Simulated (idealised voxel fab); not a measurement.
The process module that follows is named voxel self aligned contacts.
It is cross-section cut that appears here, measuring 205 nm in width, its square cells being 5 nm in size.
Cross-section, as written here: a square-cell grid given band by band from the top down, where a band holds one or more rows of cells. For a band, the entry starts with two heights in nm, that of the top and then that of the bottom, and carries on with the band's materials in order from left to right, each alongside its width in nm; the word "edge to edge" beside a single material means it fills the band edge to edge, and "empty" means empty space. Where do heights start? At 0: under that level the wafer as delivered is made of one material only. And the lowest band has no floor; it just carries on downward, as in "0 down". The notation "30..40" denotes a width that varies across the rows of cells in the band, beginning at the first number in the top row, finishing at the second number in the bottom row, and changing by an identical amount from each row to the next. "changes: none", as given for a step, is the statement that not any cell of the cross-section underwent a change during that step. Empty spaces without an open route to the top, at least 8 cells in extent, make up the entry "Sealed cavities"; each is given as width x height at distance, where the distance is measured from the left edge, and all are in nm. Post-settings text on a step line: simulator's own remark regarding the step. You can add "overlay nm" to a step's line. For a step with a mask, it describes how far the mask lay to the right of its planned position, and a negative number describes a lay to the left.

So here's the lineup of process steps we planned
1: RECEIVE,material Si
2: OXIDIZE,depth nm 5
3: DIRECTIONAL_DEP,material polySi,thk nm 20
4: DIRECTIONAL_DEP,material SiN,thk nm 25
5: MASKED_ETCH,tone cover,mask id GATE,width nm 30,pitch nm 65,etch materials SiN,depth nm 25,overlay nm 0
6: MASKED_ETCH,tone cover,mask id GATE,width nm 30,pitch nm 65,etch materials polySi,depth nm 20,overlay nm 0
7: CONFORMAL_DEP,material SiN,thk nm 10
8: DIRECTIONAL_ETCH,etch materials SiN,depth nm 10
9: FILL_DEP,material SiO2,thk nm 20
10: CMP,height nm 55
11: DIRECTIONAL_DEP,material aC,thk nm 15
12: PATTERN,tone open,mask id CONTACT,material resist,width nm 45,thk nm 30,overlay nm 0
13: DIRECTIONAL_ETCH,etch materials aC,depth nm 15
14: STRIP,etch materials resist
15: DIRECTIONAL_ETCH,etch materials SiO2,depth nm 60
16: STRIP,etch materials aC
17: CONFORMAL_DEP,material TiN,thk nm 5
18: FILL_DEP,material Ru,thk nm 5
19: CMP,height nm 55
20: CONFORMAL_DEP,material SiCN,thk nm 5

Step 1 complete: cross-section of the wafer as received
> 0 down | Si edge to edge
> Sealed cavities: none

End-of-module cross-section of the first of two wafers, processed as planned
> 60 to 55 | SiCN edge to edge
> 55 to 45 | SiO2 (80), TiN (5..20), Ru (35..5), TiN (5..20), SiO2 (80)
> 45 to 20 | SiO2 (45), SiN (50), TiN (5), Ru (5), TiN (5), SiN (50), SiO2 (45)
> 20 to 0 | SiO2 (45), SiN (10), polySi (30), SiN (10), TiN (5), Ru (5), TiN (5), SiN (10), polySi (30), SiN (10), SiO2 (45)
> 0 to -5 | SiO2 (95), TiN (15), SiO2 (95)
> -5 down | Si edge to edge
> Sealed cavities: none

Cross-section at end of module for the second wafer of two, which matched the first in starting point and plan and differed by one mistake in its processing
> 60 to 55 | SiCN edge to edge
> 55 to 45 | SiO2 (80), TiN (5..20), Ru (35..5), TiN (5..20), SiO2 (80)
> 45 to 20 | SiO2 (45), SiN (50), TiN (5), Ru (5), TiN (5), SiN (50), SiO2 (45)
> 20 to 5 | SiO2 (45), SiN (10), polySi (30), SiN (10), TiN (5), Ru (5), TiN (5), SiN (10), polySi (30), SiN (10), SiO2 (45)
> 5 to 0 | SiO2 (45), SiN (10), polySi (30), SiN (10), TiN (15), SiN (10), polySi (30), SiN (10), SiO2 (45)
> 0 down | Si edge to edge
> Sealed cavities: none
Against the plan, the run slipped here: step 2 of the plan: omitted, not performed
Final tally in cells, some materials are higher or lower on the second wafer than on the first: Ru: 1 fewer, Si: 41 more, SiO2: 38 fewer, TiN: 2 fewer
